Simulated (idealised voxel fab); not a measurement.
Process module, titled voxel gate over fins
The cross-section on display is named cut; it measures 270 nm wide, and its cells are 5 nm squares.
Think of the cross-section as a grid of square cells. We describe it in bands, top to bottom, and each band covers one or more rows of those cells.
First you get the band's top height and its bottom height, in nm, and then the materials it's made of, left to right, with each width in nm. If you see a single material with "all across", that one covers the band edge to edge. "blank" is empty space.
All heights in this document are referenced to 0, defined as the level beneath which the wafer, as received, consists entirely of one material. The lowest band is not bounded below; it extends indefinitely downward and is written in the form "0 nm and below".
Read "30 to 40" as a graded width: first number on top, second number at the bottom, same change between each pair of neighbouring rows.
Key: "no alteration" - step with no changed cell in the cross-section.
If an empty space has no open way to the top and is at least 8 cells in size, "Closed void table" lists it, written width x height at distance, where distance is measured from the left edge and every value is in nm.
Where a step's line continues beyond its settings, the continuation is a remark by the simulator itself on that step.
On any step carrying a mask, the "overlay nm" setting, if present on the step's line, tells how far right of its planned place the mask lay; negative values point to the left.
Process steps (planned):
- 1: RECEIVE with material Si
- 2: CONFORMAL_DEP with material SiN, thk nm 10
- 3: MASKED_ETCH with tone cover, mask id FINS, width nm 15, pitch nm 45, etch materials SiN, depth nm 10, overlay nm 0
- 4: MASKED_ETCH with tone cover, mask id FINS, width nm 15, pitch nm 45, etch materials Si, depth nm 35, overlay nm 0
- 5: FILL_DEP with material SiO2, thk nm 15
- 6: CMP with height nm 10
- 7: SELECTIVE_ETCH with etch materials SiO2, depth nm 20
- 8: STRIP with etch materials SiN
- 9: CONFORMAL_DEP with material HfO2, thk nm 5
- 10: CONFORMAL_DEP with material TiN, thk nm 5
- 11: FILL_DEP with material W, thk nm 10
- 12: CMP with height nm 15
- 13: CONFORMAL_DEP with material SiCN, thk nm 5
As received (post step 1): cross-section:
    0 nm and below  Si all across
    Closed void table: none
End-of-module XS, first of two wafers, run as planned:
    20 nm to 15 nm  SiCN all across
    15 nm to 10 nm  W all across
    10 nm to 5 nm  W=50  TiN=35  W=10  TiN=35  W=10  TiN=35  W=10  TiN=35  W=50
    5 nm to 0 nm  W=50  TiN=5  HfO2=25  TiN=5  W=10  TiN=5  HfO2=25  TiN=5  W=10  TiN=5  HfO2=25  TiN=5  W=10  TiN=5  HfO2=25  TiN=5  W=50
    0 nm to -5 nm  TiN=55  HfO2=5  Si=15  HfO2=5  TiN=20  HfO2=5  Si=15  HfO2=5  TiN=20  HfO2=5  Si=15  HfO2=5  TiN=20  HfO2=5  Si=15  HfO2=5  TiN=55
    -5 nm to -10 nm  HfO2=60  Si=15  HfO2=30  Si=15  HfO2=30  Si=15  HfO2=30  Si=15  HfO2=60
    -10 nm to -35 nm  SiO2=60  Si=15  SiO2=30  Si=15  SiO2=30  Si=15  SiO2=30  Si=15  SiO2=60
    -35 nm and below  Si all across
    Closed void table: none
Cross-section of the latter of the two wafers at module completion. It had an identical start and an identical plan to the former; in running it, one mistake was made:
    20 nm to 15 nm  SiCN all across
    15 nm to 10 nm  W all across
    10 nm to 5 nm  W=50  TiN=35  W=10  TiN=35  W=10  TiN=35  W=10  TiN=35  W=50
    5 nm to 0 nm  W=50  TiN=5  HfO2=25  TiN=5  W=10  TiN=5  HfO2=25  TiN=5  W=10  TiN=5  HfO2=25  TiN=5  W=10  TiN=5  HfO2=25  TiN=5  W=50
    0 nm to -5 nm  TiN=55  HfO2=5  Si=15  HfO2=5  TiN=20  HfO2=5  Si=15  HfO2=5  TiN=20  HfO2=5  Si=15  HfO2=5  TiN=20  HfO2=5  Si=15  HfO2=5  TiN=55
    -5 nm to -10 nm  HfO2=60  Si=15  HfO2=30  Si=15  HfO2=30  Si=15  HfO2=30  Si=15  HfO2=60
    -10 nm to -30 nm  SiO2=60  Si=15  SiO2=30  Si=15  SiO2=30  Si=15  SiO2=30  Si=15  SiO2=60
    -30 nm and below  Si all across
    Closed void table: none
Diagnosis: step 4: run off-plan, actual operation and settings MASKED_ETCH with tone cover, mask id FINS, width nm 15, pitch nm 45, etch materials Si, depth nm 30, overlay nm 0
Final cells, second wafer relative to first, materials higher or lower: +42 Si; -42 SiO2
